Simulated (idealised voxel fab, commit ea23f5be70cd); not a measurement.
The process module that follows is named voxel gate over fins.
FYI the section here is cut, 235 nm wide, cells are 5 nm squares.
Reading order for cross-sections: top band down to bottom band. Underlying form: a grid of square cells. Band size: one or more rows of cells. Read a band's entry like this: the first values are the height of its top and the height of its bottom in nm, and what follows is the sequence of materials from left to right, each with its width in nm. Note that "blank" is empty space, and that a single material marked "full width" reaches across the band from edge to edge. Height reference: 0 = level under which incoming wafer is all one material. Lowest band: no bottom, runs on downward, e.g. "0 -> down". Quick explanation for "30 to 40": the width changes in equal steps down the rows of cells, from the first number in the band's top row to the second number in its bottom row. You'll sometimes find "remained unchanged" written for a step, and that's the way of saying that nowhere in the cross-section did a cell change during that step. Entry "Closed cavity list". Content: empty spaces with no open connection to the top, size 8 cells or greater. Each: width x height at distance. Distance: from left edge. Unit: nm. Step line, after settings: the simulator's comment on this step. Steps that use a mask can have "overlay nm" on their line. It says how far the mask sat to the right of where it was meant to be. Negative means to the left.
-- Process steps - plan
1. RECEIVE | material Si
2. CONFORMAL_DEP | material SiN | thk nm 10
3. DIRECTIONAL_DEP | material aC | thk nm 15
4. PATTERN | tone cover | mask id FINS | material resist | width nm 15 | pitch nm 50 | thk nm 30 | overlay nm -15
5. DIRECTIONAL_ETCH | etch materials aC | depth nm 15
6. STRIP | etch materials resist
7. DIRECTIONAL_ETCH | etch materials SiN | depth nm 10
8. DIRECTIONAL_ETCH | etch materials Si | depth nm 30
9. STRIP | etch materials aC
10. FILL_DEP | material SiO2 | thk nm 5
11. CMP | height nm 10
12. DIRECTIONAL_DEP | material aC | thk nm 15
13. PATTERN | tone open | mask id RAIL | material resist | width nm 15 | thk nm 30 | overlay nm 0
14. DIRECTIONAL_ETCH | etch materials aC | depth nm 15
15. STRIP | etch materials resist
16. DIRECTIONAL_ETCH | etch materials SiO2 | depth nm 35
17. STRIP | etch materials aC
18. CONFORMAL_DEP | material TiN | thk nm 5
19. FILL_DEP | material W | thk nm 10
20. CMP | height nm 10
21. SELECTIVE_ETCH | etch materials W Ru TiN | depth nm 25
22. FILL_DEP | material SiO2 | thk nm 5
23. CMP | height nm 10
24. SELECTIVE_ETCH | etch materials SiO2 | depth nm 20
25. STRIP | etch materials SiN
26. CONFORMAL_DEP | material HfO2 | thk nm 5
27. CONFORMAL_DEP | material TiN | thk nm 5
28. FILL_DEP | material W | thk nm 10
29. CMP | height nm 15
30. CONFORMAL_DEP | material SiCN | thk nm 10
What sets these wafers apart? The overlay nm at step 4. They all start alike, and the plan carries the first wafer's value.
-- Here's the first of the wafers in cross-section, just as we got it, i.e. after step 1
  0 -> down | Si full width
  Closed cavity list: none
-- Cross-section, first of several wafers, end of module, after last step 30
  25 -> 15 | SiCN full width
  15 -> 10 | W full width
  10 -> 5 | 35 nm W, 35 nm TiN, 15 nm W, 35 nm TiN, 15 nm W, 35 nm TiN, 65 nm W
  5 -> 0 | 35 nm W, 5 nm TiN, 25 nm HfO2, 5 nm TiN, 15 nm W, 5 nm TiN, 25 nm HfO2, 5 nm TiN, 15 nm W, 5 nm TiN, 25 nm HfO2, 5 nm TiN, 65 nm W
  0 -> -5 | 40 nm TiN, 5 nm HfO2, 15 nm Si, 5 nm HfO2, 25 nm TiN, 5 nm HfO2, 15 nm Si, 5 nm HfO2, 25 nm TiN, 5 nm HfO2, 15 nm Si, 5 nm HfO2, 70 nm TiN
  -5 -> -10 | 45 nm HfO2, 15 nm Si, 35 nm HfO2, 15 nm Si, 35 nm HfO2, 15 nm Si, 75 nm HfO2
  -10 -> -15 | 45 nm SiO2, 15 nm Si, 35 nm SiO2, 15 nm Si, 35 nm SiO2, 15 nm Si, 75 nm SiO2
  -15 -> -25 | 45 nm SiO2, 15 nm Si, 25 nm SiO2, 10 nm TiN, 15 nm Si, 35 nm SiO2, 15 nm Si, 75 nm SiO2
  -25 -> -30 | 45 nm SiO2, 15 nm Si, 35 nm SiO2, 15 nm Si, 35 nm SiO2, 15 nm Si, 75 nm SiO2
  -30 -> down | Si full width
  Closed cavity list: none
-- Sectional view of the last wafer upon completion of the module
  25 -> 15 | SiCN full width
  15 -> 10 | W full width
  10 -> 5 | 65 nm W, 35 nm TiN, 15 nm W, 35 nm TiN, 15 nm W, 35 nm TiN, 35 nm W
  5 -> 0 | 65 nm W, 5 nm TiN, 25 nm HfO2, 5 nm TiN, 15 nm W, 5 nm TiN, 25 nm HfO2, 5 nm TiN, 15 nm W, 5 nm TiN, 25 nm HfO2, 5 nm TiN, 35 nm W
  0 -> -5 | 70 nm TiN, 5 nm HfO2, 15 nm Si, 5 nm HfO2, 25 nm TiN, 5 nm HfO2, 15 nm Si, 5 nm HfO2, 25 nm TiN, 5 nm HfO2, 15 nm Si, 5 nm HfO2, 40 nm TiN
  -5 -> -10 | 75 nm HfO2, 15 nm Si, 35 nm HfO2, 15 nm Si, 35 nm HfO2, 15 nm Si, 45 nm HfO2
  -10 -> -15 | 75 nm SiO2, 15 nm Si, 35 nm SiO2, 15 nm Si, 35 nm SiO2, 15 nm Si, 45 nm SiO2
  -15 -> -25 | 75 nm SiO2, 15 nm Si, 10 nm TiN, 25 nm SiO2, 15 nm Si, 35 nm SiO2, 15 nm Si, 45 nm SiO2
  -25 -> -30 | 75 nm SiO2, 15 nm Si, 35 nm SiO2, 15 nm Si, 35 nm SiO2, 15 nm Si, 45 nm SiO2
  -30 -> down | Si full width
  Closed cavity list: none
-- each wafer at the end: cells of each material gained (+) or lost (-) since it was received, then its closed voids
overlay nm -15; +59 HfO2; -228 Si; +94 SiCN; +148 SiO2; +63 TiN; +99 W; Closed cavity list: none
overlay nm -10; +59 HfO2; -228 Si; +94 SiCN; +146 SiO2; +64 TiN; +100 W; Closed cavity list: none
overlay nm -5; +59 HfO2; -228 Si; +94 SiCN; +146 SiO2; +64 TiN; +100 W; Closed cavity list: none
overlay nm 0; +59 HfO2; -228 Si; +94 SiCN; +146 SiO2; +64 TiN; +100 W; Closed cavity list: none
overlay nm 5; +59 HfO2; -228 Si; +94 SiCN; +146 SiO2; +64 TiN; +100 W; Closed cavity list: none
overlay nm 10; +59 HfO2; -228 Si; +94 SiCN; +146 SiO2; +64 TiN; +100 W; Closed cavity list: none
overlay nm 15; +59 HfO2; -228 Si; +94 SiCN; +148 SiO2; +63 TiN; +99 W; Closed cavity list: none
